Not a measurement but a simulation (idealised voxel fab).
The process module that follows is named voxel trench capacitor.
Square cell edge 5 nm, section width 155 nm, ID cut.
We lay out every cross-section as a grid of square cells and spell it out in bands from the top down, where one band means one or more rows of cells. Top height, bottom height, nm. Materials left to right, width each, nm. Single material + "edge to edge" = fills band edge to edge. "blank" = empty. The level at which height equals 0 is the one under which the wafer, as it arrives, is entirely one material. No lower edge exists for the bottom band, which continues downward and is notated as in "from 0 down". When a width is written as two numbers, as in "30->40", the first number is the width in the top row of cells of the band and the second is the width in its bottom row, and the width changes by the same amount from each row to the next. No cell of the cross-section changed in a step that is given as "remained unchanged". "Trapped cavities" specifies each empty space that is not open to the top and that occupies no fewer than 8 cells, using the form width x height at distance, the distance measured from the left edge and all three quantities in nm. It should be noted that, on the line of a given step, the content following the step's settings is a remark produced by the simulator itself with respect to that step. On any step carrying a mask, the "overlay nm" setting, if present on the step's line, tells how far right of its planned place the mask lay; negative values point to the left. Each of the pairs that make up the rest of this document says: here is the cross-section before one process step, here is the cross-section after it, drawn only down to the lowest band that changed, and here, under the pair, is the step lying between them with its settings. Different pairs may come from different runs of this module on the same starting wafer, so a pair continues from the pair above it only where its entry headed "Pre-step" says so.
-- Pre-step
from 0 down  Si edge to edge
Trapped cavities: none
-- Cross-Section After Step
from 10 to 0  SiN edge to edge
Under the height 0 nothing was changed.
Trapped cavities: none
Processing between the before and after sections above: CONFORMAL_DEP with material SiN, thk nm 10
Pre-step: see preceding pair, after cross-section.
-- Cross-Section After Step
from 25 to 10  aC edge to edge
Under the height 10 nothing was changed.
Trapped cavities: none
Processing between the before and after sections above: DIRECTIONAL_DEP with material aC, thk nm 15
Pre-step: see preceding pair, after cross-section.
-- Cross-Section After Step
from 60 to 25  resist 30 nm, then blank 15 nm, then resist 25 nm, then blank 15 nm, then resist 25 nm, then blank 15 nm, then resist 30 nm
Under the height 25 nothing was changed.
Trapped cavities: none
Processing between the before and after sections above: PATTERN with tone open, mask id TRENCH, material resist, width nm 15, pitch nm 40, thk nm 35, overlay nm 0
Pre-step: see preceding pair, after cross-section.
-- Cross-Section After Step
from 45 to 25  resist 30 nm, then blank 15 nm, then resist 25 nm, then blank 15 nm, then resist 25 nm, then blank 15 nm, then resist 30 nm
from 25 to 10  aC 30 nm, then blank 15 nm, then aC 25 nm, then blank 15 nm, then aC 25 nm, then blank 15 nm, then aC 30 nm
Under the height 10 nothing was changed.
Trapped cavities: none
Processing between the before and after sections above: DIRECTIONAL_ETCH with etch materials aC, depth nm 15
Pre-step: see preceding pair, after cross-section.
-- Cross-Section After Step
from 25 to 10  aC 30 nm, then blank 15 nm, then aC 25 nm, then blank 15 nm, then aC 25 nm, then blank 15 nm, then aC 30 nm
Under the height 10 nothing was changed.
Trapped cavities: none
Processing between the before and after sections above: STRIP with etch materials resist
Pre-step: see preceding pair, after cross-section.
-- Cross-Section After Step
from 25 to 10  aC 30 nm, then blank 15 nm, then aC 25 nm, then blank 15 nm, then aC 25 nm, then blank 15 nm, then aC 30 nm
from 10 to 0  SiN 30 nm, then blank 15 nm, then SiN 25 nm, then blank 15 nm, then SiN 25 nm, then blank 15 nm, then SiN 30 nm
Under the height 0 nothing was changed.
Trapped cavities: none
Processing between the before and after sections above: DIRECTIONAL_ETCH with etch materials SiN, depth nm 10
Pre-step: see preceding pair, after cross-section.
-- Cross-Section After Step
from 25 to 10  aC 30 nm, then blank 15 nm, then aC 25 nm, then blank 15 nm, then aC 25 nm, then blank 15 nm, then aC 30 nm
from 10 to 0  SiN 30 nm, then blank 15 nm, then SiN 25 nm, then blank 15 nm, then SiN 25 nm, then blank 15 nm, then SiN 30 nm
from 0 to -30  Si 30 nm, then blank 15 nm, then Si 25 nm, then blank 15 nm, then Si 25 nm, then blank 15 nm, then Si 30 nm
Under the height -30 nothing was changed.
Trapped cavities: none
Processing between the before and after sections above: DIRECTIONAL_ETCH with etch materials Si, depth nm 30
Pre-step: see preceding pair, after cross-section.
-- Cross-Section After Step
from 10 to 0  SiN 30 nm, then blank 15 nm, then SiN 25 nm, then blank 15 nm, then SiN 25 nm, then blank 15 nm, then SiN 30 nm
Under the height 0 nothing was changed.
Trapped cavities: none
Processing between the before and after sections above: STRIP with etch materials aC
Pre-step: see preceding pair, after cross-section.
-- Cross-Section After Step
from 15 to 10  SiO2 35 nm, then blank 5 nm, then SiO2 35 nm, then blank 5 nm, then SiO2 35 nm, then blank 5 nm, then SiO2 35 nm
from 10 to 0  SiN 30 nm, then SiO2 5 nm, then blank 5 nm, then SiO2 5 nm, then SiN 25 nm, then SiO2 5 nm, then blank 5 nm, then SiO2 5 nm, then SiN 25 nm, then SiO2 5 nm, then blank 5 nm, then SiO2 5 nm, then SiN 30 nm
from 0 to -25  Si 30 nm, then SiO2 5 nm, then blank 5 nm, then SiO2 5 nm, then Si 25 nm, then SiO2 5 nm, then blank 5 nm, then SiO2 5 nm, then Si 25 nm, then SiO2 5 nm, then blank 5 nm, then SiO2 5 nm, then Si 30 nm
from -25 to -30  Si 30 nm, then SiO2 15 nm, then Si 25 nm, then SiO2 15 nm, then Si 25 nm, then SiO2 15 nm, then Si 30 nm
Under the height -30 nothing was changed.
Trapped cavities: none
Processing between the before and after sections above: CONFORMAL_DEP with material SiO2, thk nm 5
Pre-step: see preceding pair, after cross-section.
-- Cross-Section After Step
from 25 to 15  polySi edge to edge
from 15 to 10  SiO2 35 nm, then polySi 5 nm, then SiO2 35 nm, then polySi 5 nm, then SiO2 35 nm, then polySi 5 nm, then SiO2 35 nm
from 10 to 0  SiN 30 nm, then SiO2 5 nm, then polySi 5 nm, then SiO2 5 nm, then SiN 25 nm, then SiO2 5 nm, then polySi 5 nm, then SiO2 5 nm, then SiN 25 nm, then SiO2 5 nm, then polySi 5 nm, then SiO2 5 nm, then SiN 30 nm
from 0 to -25  Si 30 nm, then SiO2 5 nm, then polySi 5 nm, then SiO2 5 nm, then Si 25 nm, then SiO2 5 nm, then polySi 5 nm, then SiO2 5 nm, then Si 25 nm, then SiO2 5 nm, then polySi 5 nm, then SiO2 5 nm, then Si 30 nm
Under the height -25 nothing was changed.
Trapped cavities: none
Processing between the before and after sections above: FILL_DEP with material polySi, thk nm 10
Pre-step: see preceding pair, after cross-section.
-- Cross-Section After Step
from 10 to 0  SiN 30 nm, then SiO2 5 nm, then polySi 5 nm, then SiO2 5 nm, then SiN 25 nm, then SiO2 5 nm, then polySi 5 nm, then SiO2 5 nm, then SiN 25 nm, then SiO2 5 nm, then polySi 5 nm, then SiO2 5 nm, then SiN 30 nm
Under the height 0 nothing was changed.
Trapped cavities: none
Processing between the before and after sections above: CMP with height nm 10
-- Pre-step
from 25 to 10  aC 30 nm, then blank 15 nm, then aC 25 nm, then blank 15 nm, then aC 25 nm, then blank 15 nm, then aC 30 nm
from 10 to 0  SiN 30 nm, then blank 15 nm, then SiN 25 nm, then blank 15 nm, then SiN 25 nm, then blank 15 nm, then SiN 30 nm
from 0 to -30  Si 30 nm, then blank 15 nm, then Si 25 nm, then blank 15 nm, then Si 25 nm, then blank 15 nm, then Si 30 nm
from -30 down  Si edge to edge
Trapped cavities: none
-- Cross-Section After Step
from 25 to 10  aC 30 nm, then blank 15 nm, then aC 25 nm, then blank 15 nm, then aC 25 nm, then blank 15 nm, then aC 30 nm
from 10 to 0  SiN 30 nm, then blank 15 nm, then SiN 25 nm, then blank 15 nm, then SiN 25 nm, then blank 15 nm, then SiN 30 nm
from 0 to -60  Si 30 nm, then blank 15 nm, then Si 25 nm, then blank 15 nm, then Si 25 nm, then blank 15 nm, then Si 30 nm
Under the height -60 nothing was changed.
Trapped cavities: none
Processing between the before and after sections above: DIRECTIONAL_ETCH with etch materials Si, depth nm 30
Pre-step: see preceding pair, after cross-section.
-- Cross-Section After Step
from 10 to 0  SiN 30 nm, then blank 15 nm, then SiN 25 nm, then blank 15 nm, then SiN 25 nm, then blank 15 nm, then SiN 30 nm
Under the height 0 nothing was changed.
Trapped cavities: none
Processing between the before and after sections above: STRIP with etch materials aC
Pre-step: see preceding pair, after cross-section.
-- Cross-Section After Step
from 15 to 10  SiO2 35 nm, then blank 5 nm, then SiO2 35 nm, then blank 5 nm, then SiO2 35 nm, then blank 5 nm, then SiO2 35 nm
from 10 to 0  SiN 30 nm, then SiO2 5 nm, then blank 5 nm, then SiO2 5 nm, then SiN 25 nm, then SiO2 5 nm, then blank 5 nm, then SiO2 5 nm, then SiN 25 nm, then SiO2 5 nm, then blank 5 nm, then SiO2 5 nm, then SiN 30 nm
from 0 to -55  Si 30 nm, then SiO2 5 nm, then blank 5 nm, then SiO2 5 nm, then Si 25 nm, then SiO2 5 nm, then blank 5 nm, then SiO2 5 nm, then Si 25 nm, then SiO2 5 nm, then blank 5 nm, then SiO2 5 nm, then Si 30 nm
from -55 to -60  Si 30 nm, then SiO2 15 nm, then Si 25 nm, then SiO2 15 nm, then Si 25 nm, then SiO2 15 nm, then Si 30 nm
Under the height -60 nothing was changed.
Trapped cavities: none
Processing between the before and after sections above: CONFORMAL_DEP with material SiO2, thk nm 5
Pre-step: see preceding pair, after cross-section.
-- Cross-Section After Step
from 25 to 15  polySi edge to edge
from 15 to 10  SiO2 35 nm, then polySi 5 nm, then SiO2 35 nm, then polySi 5 nm, then SiO2 35 nm, then polySi 5 nm, then SiO2 35 nm
from 10 to 0  SiN 30 nm, then SiO2 5 nm, then polySi 5 nm, then SiO2 5 nm, then SiN 25 nm, then SiO2 5 nm, then polySi 5 nm, then SiO2 5 nm, then SiN 25 nm, then SiO2 5 nm, then polySi 5 nm, then SiO2 5 nm, then SiN 30 nm
from 0 to -55  Si 30 nm, then SiO2 5 nm, then polySi 5 nm, then SiO2 5 nm, then Si 25 nm, then SiO2 5 nm, then polySi 5 nm, then SiO2 5 nm, then Si 25 nm, then SiO2 5 nm, then polySi 5 nm, then SiO2 5 nm, then Si 30 nm
Under the height -55 nothing was changed.
Trapped cavities: none
Processing between the before and after sections above: FILL_DEP with material polySi, thk nm 10
Pre-step: see preceding pair, after cross-section.
-- Cross-Section After Step
from 10 to 0  SiN 30 nm, then SiO2 5 nm, then polySi 5 nm, then SiO2 5 nm, then SiN 25 nm, then SiO2 5 nm, then polySi 5 nm, then SiO2 5 nm, then SiN 25 nm, then SiO2 5 nm, then polySi 5 nm, then SiO2 5 nm, then SiN 30 nm
Under the height 0 nothing was changed.
Trapped cavities: none
Processing between the before and after sections above: CMP with height nm 10
-- Pre-step
from 25 to 10  aC 30 nm, then blank 15 nm, then aC 25 nm, then blank 15 nm, then aC 25 nm, then blank 15 nm, then aC 30 nm
from 10 to 0  SiN 30 nm, then blank 15 nm, then SiN 25 nm, then blank 15 nm, then SiN 25 nm, then blank 15 nm, then SiN 30 nm
from 0 down  Si edge to edge
Trapped cavities: none
-- Cross-Section After Step
from 10 to 0  SiN 30 nm, then blank 15 nm, then SiN 25 nm, then blank 15 nm, then SiN 25 nm, then blank 15 nm, then SiN 30 nm
Under the height 0 nothing was changed.
Trapped cavities: none
Processing between the before and after sections above: STRIP with etch materials aC
Pre-step: see preceding pair, after cross-section.
-- Cross-Section After Step
from 10 to 0  SiN 30 nm, then blank 15 nm, then SiN 25 nm, then blank 15 nm, then SiN 25 nm, then blank 15 nm, then SiN 30 nm
from 0 to -30  Si 30 nm, then blank 15 nm, then Si 25 nm, then blank 15 nm, then Si 25 nm, then blank 15 nm, then Si 30 nm
Under the height -30 nothing was changed.
Trapped cavities: none
Processing between the before and after sections above: DIRECTIONAL_ETCH with etch materials Si, depth nm 30
-- Pre-step
from 25 to 15  polySi edge to edge
from 15 to 10  SiO2 35 nm, then polySi 5 nm, then SiO2 35 nm, then polySi 5 nm, then SiO2 35 nm, then polySi 5 nm, then SiO2 35 nm
from 10 to 0  SiN 30 nm, then SiO2 5 nm, then polySi 5 nm, then SiO2 5 nm, then SiN 25 nm, then SiO2 5 nm, then polySi 5 nm, then SiO2 5 nm, then SiN 25 nm, then SiO2 5 nm, then polySi 5 nm, then SiO2 5 nm, then SiN 30 nm
from 0 to -25  Si 30 nm, then SiO2 5 nm, then polySi 5 nm, then SiO2 5 nm, then Si 25 nm, then SiO2 5 nm, then polySi 5 nm, then SiO2 5 nm, then Si 25 nm, then SiO2 5 nm, then polySi 5 nm, then SiO2 5 nm, then Si 30 nm
from -25 to -30  Si 30 nm, then SiO2 15 nm, then Si 25 nm, then SiO2 15 nm, then Si 25 nm, then SiO2 15 nm, then Si 30 nm
from -30 down  Si edge to edge
Trapped cavities: none
-- Cross-Section After Step
from 15 to 10  SiO2 35 nm, then polySi 5 nm, then SiO2 35 nm, then polySi 5 nm, then SiO2 35 nm, then polySi 5 nm, then SiO2 35 nm
Under the height 10 nothing was changed.
Trapped cavities: none
Processing between the before and after sections above: CMP with height nm 15
-- Pre-step
from 25 to 10  aC edge to edge
from 10 to 0  SiN edge to edge
from 0 down  Si edge to edge
Trapped cavities: none
-- Cross-Section After Step
from 60 to 25  resist 30 nm, then blank 20 nm, then resist 20 nm, then blank 20 nm, then resist 20 nm, then blank 20 nm, then resist 25 nm
Under the height 25 nothing was changed.
Trapped cavities: none
Processing between the before and after sections above: PATTERN with tone open, mask id TRENCH, material resist, width nm 20, pitch nm 40, thk nm 35, overlay nm 0
Pre-step: see preceding pair, after cross-section.
-- Cross-Section After Step
from 45 to 25  resist 30 nm, then blank 20 nm, then resist 20 nm, then blank 20 nm, then resist 20 nm, then blank 20 nm, then resist 25 nm
from 25 to 10  aC 30 nm, then blank 20 nm, then aC 20 nm, then blank 20 nm, then aC 20 nm, then blank 20 nm, then aC 25 nm
Under the height 10 nothing was changed.
Trapped cavities: none
Processing between the before and after sections above: DIRECTIONAL_ETCH with etch materials aC, depth nm 15
Pre-step: see preceding pair, after cross-section.
-- Cross-Section After Step
from 25 to 10  aC 30 nm, then blank 20 nm, then aC 20 nm, then blank 20 nm, then aC 20 nm, then blank 20 nm, then aC 25 nm
Under the height 10 nothing was changed.
Trapped cavities: none
Processing between the before and after sections above: STRIP with etch materials resist
Pre-step: see preceding pair, after cross-section.
-- Cross-Section After Step
from 25 to 10  aC 30 nm, then blank 20 nm, then aC 20 nm, then blank 20 nm, then aC 20 nm, then blank 20 nm, then aC 25 nm
from 10 to 0  SiN 30 nm, then blank 20 nm, then SiN 20 nm, then blank 20 nm, then SiN 20 nm, then blank 20 nm, then SiN 25 nm
Under the height 0 nothing was changed.
Trapped cavities: none
Processing between the before and after sections above: DIRECTIONAL_ETCH with etch materials SiN, depth nm 10
Pre-step: see preceding pair, after cross-section.
-- Cross-Section After Step
from 25 to 10  aC 30 nm, then blank 20 nm, then aC 20 nm, then blank 20 nm, then aC 20 nm, then blank 20 nm, then aC 25 nm
from 10 to 0  SiN 30 nm, then blank 20 nm, then SiN 20 nm, then blank 20 nm, then SiN 20 nm, then blank 20 nm, then SiN 25 nm
from 0 to -30  Si 30 nm, then blank 20 nm, then Si 20 nm, then blank 20 nm, then Si 20 nm, then blank 20 nm, then Si 25 nm
Under the height -30 nothing was changed.
Trapped cavities: none
Processing between the before and after sections above: DIRECTIONAL_ETCH with etch materials Si, depth nm 30
Pre-step: see preceding pair, after cross-section.
-- Cross-Section After Step
from 10 to 0  SiN 30 nm, then blank 20 nm, then SiN 20 nm, then blank 20 nm, then SiN 20 nm, then blank 20 nm, then SiN 25 nm
Under the height 0 nothing was changed.
Trapped cavities: none
Processing between the before and after sections above: STRIP with etch materials aC
Pre-step: see preceding pair, after cross-section.
-- Cross-Section After Step
from 15 to 10  SiO2 35 nm, then blank 10 nm, then SiO2 30 nm, then blank 10 nm, then SiO2 30 nm, then blank 10 nm, then SiO2 30 nm
from 10 to 0  SiN 30 nm, then SiO2 5 nm, then blank 10 nm, then SiO2 5 nm, then SiN 20 nm, then SiO2 5 nm, then blank 10 nm, then SiO2 5 nm, then SiN 20 nm, then SiO2 5 nm, then blank 10 nm, then SiO2 5 nm, then SiN 25 nm
from 0 to -25  Si 30 nm, then SiO2 5 nm, then blank 10 nm, then SiO2 5 nm, then Si 20 nm, then SiO2 5 nm, then blank 10 nm, then SiO2 5 nm, then Si 20 nm, then SiO2 5 nm, then blank 10 nm, then SiO2 5 nm, then Si 25 nm
from -25 to -30  Si 30 nm, then SiO2 20 nm, then Si 20 nm, then SiO2 20 nm, then Si 20 nm, then SiO2 20 nm, then Si 25 nm
Under the height -30 nothing was changed.
Trapped cavities: none
Processing between the before and after sections above: CONFORMAL_DEP with material SiO2, thk nm 5
Pre-step: see preceding pair, after cross-section.
-- Cross-Section After Step
from 25 to 15  polySi edge to edge
from 15 to 10  SiO2 35 nm, then polySi 10 nm, then SiO2 30 nm, then polySi 10 nm, then SiO2 30 nm, then polySi 10 nm, then SiO2 30 nm
from 10 to 0  SiN 30 nm, then SiO2 5 nm, then polySi 10 nm, then SiO2 5 nm, then SiN 20 nm, then SiO2 5 nm, then polySi 10 nm, then SiO2 5 nm, then SiN 20 nm, then SiO2 5 nm, then polySi 10 nm, then SiO2 5 nm, then SiN 25 nm
from 0 to -25  Si 30 nm, then SiO2 5 nm, then polySi 10 nm, then SiO2 5 nm, then Si 20 nm, then SiO2 5 nm, then polySi 10 nm, then SiO2 5 nm, then Si 20 nm, then SiO2 5 nm, then polySi 10 nm, then SiO2 5 nm, then Si 25 nm
Under the height -25 nothing was changed.
Trapped cavities: none
Processing between the before and after sections above: FILL_DEP with material polySi, thk nm 10
Pre-step: see preceding pair, after cross-section.
-- Cross-Section After Step
from 10 to 0  SiN 30 nm, then SiO2 5 nm, then polySi 10 nm, then SiO2 5 nm, then SiN 20 nm, then SiO2 5 nm, then polySi 10 nm, then SiO2 5 nm, then SiN 20 nm, then SiO2 5 nm, then polySi 10 nm, then SiO2 5 nm, then SiN 25 nm
Under the height 0 nothing was changed.
Trapped cavities: none
Processing between the before and after sections above: CMP with height nm 10
-- Pre-step
from 25 to 10  aC edge to edge
from 10 to 0  SiN edge to edge
from 0 down  Si edge to edge
Trapped cavities: none
-- Cross-Section After Step
from 60 to 25  resist 25 nm, then blank 15 nm, then resist 25 nm, then blank 15 nm, then resist 25 nm, then blank 15 nm, then resist 35 nm
Under the height 25 nothing was changed.
Trapped cavities: none
Processing between the before and after sections above: PATTERN with tone open, mask id TRENCH, material resist, width nm 15, pitch nm 40, thk nm 35, overlay nm -5
Pre-step: see preceding pair, after cross-section.
-- Cross-Section After Step
from 45 to 25  resist 25 nm, then blank 15 nm, then resist 25 nm, then blank 15 nm, then resist 25 nm, then blank 15 nm, then resist 35 nm
from 25 to 10  aC 25 nm, then blank 15 nm, then aC 25 nm, then blank 15 nm, then aC 25 nm, then blank 15 nm, then aC 35 nm
Under the height 10 nothing was changed.
Trapped cavities: none
Processing between the before and after sections above: DIRECTIONAL_ETCH with etch materials aC, depth nm 15
Pre-step: see preceding pair, after cross-section.
-- Cross-Section After Step
from 25 to 10  aC 25 nm, then blank 15 nm, then aC 25 nm, then blank 15 nm, then aC 25 nm, then blank 15 nm, then aC 35 nm
Under the height 10 nothing was changed.
Trapped cavities: none
Processing between the before and after sections above: STRIP with etch materials resist
Pre-step: see preceding pair, after cross-section.
-- Cross-Section After Step
from 25 to 10  aC 25 nm, then blank 15 nm, then aC 25 nm, then blank 15 nm, then aC 25 nm, then blank 15 nm, then aC 35 nm
from 10 to 0  SiN 25 nm, then blank 15 nm, then SiN 25 nm, then blank 15 nm, then SiN 25 nm, then blank 15 nm, then SiN 35 nm
Under the height 0 nothing was changed.
Trapped cavities: none
Processing between the before and after sections above: DIRECTIONAL_ETCH with etch materials SiN, depth nm 10
Pre-step: see preceding pair, after cross-section.
-- Cross-Section After Step
from 25 to 10  aC 25 nm, then blank 15 nm, then aC 25 nm, then blank 15 nm, then aC 25 nm, then blank 15 nm, then aC 35 nm
from 10 to 0  SiN 25 nm, then blank 15 nm, then SiN 25 nm, then blank 15 nm, then SiN 25 nm, then blank 15 nm, then SiN 35 nm
from 0 to -30  Si 25 nm, then blank 15 nm, then Si 25 nm, then blank 15 nm, then Si 25 nm, then blank 15 nm, then Si 35 nm
Under the height -30 nothing was changed.
Trapped cavities: none
Processing between the before and after sections above: DIRECTIONAL_ETCH with etch materials Si, depth nm 30
Pre-step: see preceding pair, after cross-section.
-- Cross-Section After Step
from 10 to 0  SiN 25 nm, then blank 15 nm, then SiN 25 nm, then blank 15 nm, then SiN 25 nm, then blank 15 nm, then SiN 35 nm
Under the height 0 nothing was changed.
Trapped cavities: none
Processing between the before and after sections above: STRIP with etch materials aC
Pre-step: see preceding pair, after cross-section.
-- Cross-Section After Step
from 15 to 10  SiO2 30 nm, then blank 5 nm, then SiO2 35 nm, then blank 5 nm, then SiO2 35 nm, then blank 5 nm, then SiO2 40 nm
from 10 to 0  SiN 25 nm, then SiO2 5 nm, then blank 5 nm, then SiO2 5 nm, then SiN 25 nm, then SiO2 5 nm, then blank 5 nm, then SiO2 5 nm, then SiN 25 nm, then SiO2 5 nm, then blank 5 nm, then SiO2 5 nm, then SiN 35 nm
from 0 to -25  Si 25 nm, then SiO2 5 nm, then blank 5 nm, then SiO2 5 nm, then Si 25 nm, then SiO2 5 nm, then blank 5 nm, then SiO2 5 nm, then Si 25 nm, then SiO2 5 nm, then blank 5 nm, then SiO2 5 nm, then Si 35 nm
from -25 to -30  Si 25 nm, then SiO2 15 nm, then Si 25 nm, then SiO2 15 nm, then Si 25 nm, then SiO2 15 nm, then Si 35 nm
Under the height -30 nothing was changed.
Trapped cavities: none
Processing between the before and after sections above: CONFORMAL_DEP with material SiO2, thk nm 5
Pre-step: see preceding pair, after cross-section.
-- Cross-Section After Step
from 25 to 15  polySi edge to edge
from 15 to 10  SiO2 30 nm, then polySi 5 nm, then SiO2 35 nm, then polySi 5 nm, then SiO2 35 nm, then polySi 5 nm, then SiO2 40 nm
from 10 to 0  SiN 25 nm, then SiO2 5 nm, then polySi 5 nm, then SiO2 5 nm, then SiN 25 nm, then SiO2 5 nm, then polySi 5 nm, then SiO2 5 nm, then SiN 25 nm, then SiO2 5 nm, then polySi 5 nm, then SiO2 5 nm, then SiN 35 nm
from 0 to -25  Si 25 nm, then SiO2 5 nm, then polySi 5 nm, then SiO2 5 nm, then Si 25 nm, then SiO2 5 nm, then polySi 5 nm, then SiO2 5 nm, then Si 25 nm, then SiO2 5 nm, then polySi 5 nm, then SiO2 5 nm, then Si 35 nm
Under the height -25 nothing was changed.
Trapped cavities: none
Processing between the before and after sections above: FILL_DEP with material polySi, thk nm 10
Pre-step: see preceding pair, after cross-section.
-- Cross-Section After Step
from 10 to 0  SiN 25 nm, then SiO2 5 nm, then polySi 5 nm, then SiO2 5 nm, then SiN 25 nm, then SiO2 5 nm, then polySi 5 nm, then SiO2 5 nm, then SiN 25 nm, then SiO2 5 nm, then polySi 5 nm, then SiO2 5 nm, then SiN 35 nm
Under the height 0 nothing was changed.
Trapped cavities: none
Processing between the before and after sections above: CMP with height nm 10
-- Pre-step
from 10 to 0  SiN 30 nm, then blank 15 nm, then SiN 25 nm, then blank 15 nm, then SiN 25 nm, then blank 15 nm, then SiN 30 nm
from 0 to -30  Si 30 nm, then blank 15 nm, then Si 25 nm, then blank 15 nm, then Si 25 nm, then blank 15 nm, then Si 30 nm
from -30 down  Si edge to edge
Trapped cavities: none
-- Cross-Section After Step
from 15 to 10  aC 35 nm, then blank 5 nm, then aC 35 nm, then blank 5 nm, then aC 35 nm, then blank 5 nm, then aC 35 nm
from 10 to 0  SiN 30 nm, then aC 5 nm, then blank 5 nm, then aC 5 nm, then SiN 25 nm, then aC 5 nm, then blank 5 nm, then aC 5 nm, then SiN 25 nm, then aC 5 nm, then blank 5 nm, then aC 5 nm, then SiN 30 nm
from 0 to -25  Si 30 nm, then aC 5 nm, then blank 5 nm, then aC 5 nm, then Si 25 nm, then aC 5 nm, then blank 5 nm, then aC 5 nm, then Si 25 nm, then aC 5 nm, then blank 5 nm, then aC 5 nm, then Si 30 nm
from -25 to -30  Si 30 nm, then aC 15 nm, then Si 25 nm, then aC 15 nm, then Si 25 nm, then aC 15 nm, then Si 30 nm
Under the height -30 nothing was changed.
Trapped cavities: none
Processing between the before and after sections above: CONFORMAL_DEP with material aC, thk nm 5
Pre-step: see preceding pair, after cross-section.
-- Cross-Section After Step
from 25 to 15  polySi edge to edge
from 15 to 10  aC 35 nm, then polySi 5 nm, then aC 35 nm, then polySi 5 nm, then aC 35 nm, then polySi 5 nm, then aC 35 nm
from 10 to 0  SiN 30 nm, then aC 5 nm, then polySi 5 nm, then aC 5 nm, then SiN 25 nm, then aC 5 nm, then polySi 5 nm, then aC 5 nm, then SiN 25 nm, then aC 5 nm, then polySi 5 nm, then aC 5 nm, then SiN 30 nm
from 0 to -25  Si 30 nm, then aC 5 nm, then polySi 5 nm, then aC 5 nm, then Si 25 nm, then aC 5 nm, then polySi 5 nm, then aC 5 nm, then Si 25 nm, then aC 5 nm, then polySi 5 nm, then aC 5 nm, then Si 30 nm
Under the height -25 nothing was changed.
Trapped cavities: none
Processing between the before and after sections above: FILL_DEP with material polySi, thk nm 10
Pre-step: see preceding pair, after cross-section.
-- Cross-Section After Step
from 10 to 0  SiN 30 nm, then aC 5 nm, then polySi 5 nm, then aC 5 nm, then SiN 25 nm, then aC 5 nm, then polySi 5 nm, then aC 5 nm, then SiN 25 nm, then aC 5 nm, then polySi 5 nm, then aC 5 nm, then SiN 30 nm
Under the height 0 nothing was changed.
Trapped cavities: none
Processing between the before and after sections above: CMP with height nm 10
-- Pre-step
from 25 to 10  aC edge to edge
from 10 to 0  SiN edge to edge
from 0 down  Si edge to edge
Trapped cavities: none
-- Cross-Section After Step
from 60 to 25  blank 30 nm, then resist 15 nm, then blank 25 nm, then resist 15 nm, then blank 25 nm, then resist 15 nm, then blank 30 nm
Under the height 25 nothing was changed.
Trapped cavities: none
Processing between the before and after sections above: PATTERN with tone cover, mask id TRENCH, material resist, width nm 15, pitch nm 40, thk nm 35, overlay nm 0
Pre-step: see preceding pair, after cross-section.
-- Cross-Section After Step
from 45 to 25  blank 30 nm, then resist 15 nm, then blank 25 nm, then resist 15 nm, then blank 25 nm, then resist 15 nm, then blank 30 nm
from 25 to 10  blank 30 nm, then aC 15 nm, then blank 25 nm, then aC 15 nm, then blank 25 nm, then aC 15 nm, then blank 30 nm
Under the height 10 nothing was changed.
Trapped cavities: none
Processing between the before and after sections above: DIRECTIONAL_ETCH with etch materials aC, depth nm 15
Pre-step: see preceding pair, after cross-section.
-- Cross-Section After Step
from 25 to 10  blank 30 nm, then aC 15 nm, then blank 25 nm, then aC 15 nm, then blank 25 nm, then aC 15 nm, then blank 30 nm
Under the height 10 nothing was changed.
Trapped cavities: none
Processing between the before and after sections above: STRIP with etch materials resist
Pre-step: see preceding pair, after cross-section.
-- Cross-Section After Step
from 25 to 10  blank 30 nm, then aC 15 nm, then blank 25 nm, then aC 15 nm, then blank 25 nm, then aC 15 nm, then blank 30 nm
from 10 to 0  blank 30 nm, then SiN 15 nm, then blank 25 nm, then SiN 15 nm, then blank 25 nm, then SiN 15 nm, then blank 30 nm
Under the height 0 nothing was changed.
Trapped cavities: none
Processing between the before and after sections above: DIRECTIONAL_ETCH with etch materials SiN, depth nm 10
Pre-step: see preceding pair, after cross-section.
-- Cross-Section After Step
from 25 to 10  blank 30 nm, then aC 15 nm, then blank 25 nm, then aC 15 nm, then blank 25 nm, then aC 15 nm, then blank 30 nm
from 10 to 0  blank 30 nm, then SiN 15 nm, then blank 25 nm, then SiN 15 nm, then blank 25 nm, then SiN 15 nm, then blank 30 nm
from 0 to -30  blank 30 nm, then Si 15 nm, then blank 25 nm, then Si 15 nm, then blank 25 nm, then Si 15 nm, then blank 30 nm
Under the height -30 nothing was changed.
Trapped cavities: none
Processing between the before and after sections above: DIRECTIONAL_ETCH with etch materials Si, depth nm 30
Pre-step: see preceding pair, after cross-section.
-- Cross-Section After Step
from 10 to 0  blank 30 nm, then SiN 15 nm, then blank 25 nm, then SiN 15 nm, then blank 25 nm, then SiN 15 nm, then blank 30 nm
Under the height 0 nothing was changed.
Trapped cavities: none
Processing between the before and after sections above: STRIP with etch materials aC
Pre-step: see preceding pair, after cross-section.
-- Cross-Section After Step
from 15 to 10  blank 25 nm, then SiO2 25 nm, then blank 15 nm, then SiO2 25 nm, then blank 15 nm, then SiO2 25 nm, then blank 25 nm
from 10 to 0  blank 25 nm, then SiO2 5 nm, then SiN 15 nm, then SiO2 5 nm, then blank 15 nm, then SiO2 5 nm, then SiN 15 nm, then SiO2 5 nm, then blank 15 nm, then SiO2 5 nm, then SiN 15 nm, then SiO2 5 nm, then blank 25 nm
from 0 to -25  blank 25 nm, then SiO2 5 nm, then Si 15 nm, then SiO2 5 nm, then blank 15 nm, then SiO2 5 nm, then Si 15 nm, then SiO2 5 nm, then blank 15 nm, then SiO2 5 nm, then Si 15 nm, then SiO2 5 nm, then blank 25 nm
from -25 to -30  SiO2 30 nm, then Si 15 nm, then SiO2 25 nm, then Si 15 nm, then SiO2 25 nm, then Si 15 nm, then SiO2 30 nm
Under the height -30 nothing was changed.
Trapped cavities: none
Processing between the before and after sections above: CONFORMAL_DEP with material SiO2, thk nm 5
Pre-step: see preceding pair, after cross-section.
-- Cross-Section After Step
from 25 to 15  polySi edge to edge
from 15 to 10  polySi 25 nm, then SiO2 25 nm, then polySi 15 nm, then SiO2 25 nm, then polySi 15 nm, then SiO2 25 nm, then polySi 25 nm
from 10 to 0  polySi 25 nm, then SiO2 5 nm, then SiN 15 nm, then SiO2 5 nm, then polySi 15 nm, then SiO2 5 nm, then SiN 15 nm, then SiO2 5 nm, then polySi 15 nm, then SiO2 5 nm, then SiN 15 nm, then SiO2 5 nm, then polySi 25 nm
from 0 to -25  polySi 25 nm, then SiO2 5 nm, then Si 15 nm, then SiO2 5 nm, then polySi 15 nm, then SiO2 5 nm, then Si 15 nm, then SiO2 5 nm, then polySi 15 nm, then SiO2 5 nm, then Si 15 nm, then SiO2 5 nm, then polySi 25 nm
Under the height -25 nothing was changed.
Trapped cavities: none
Processing between the before and after sections above: FILL_DEP with material polySi, thk nm 10
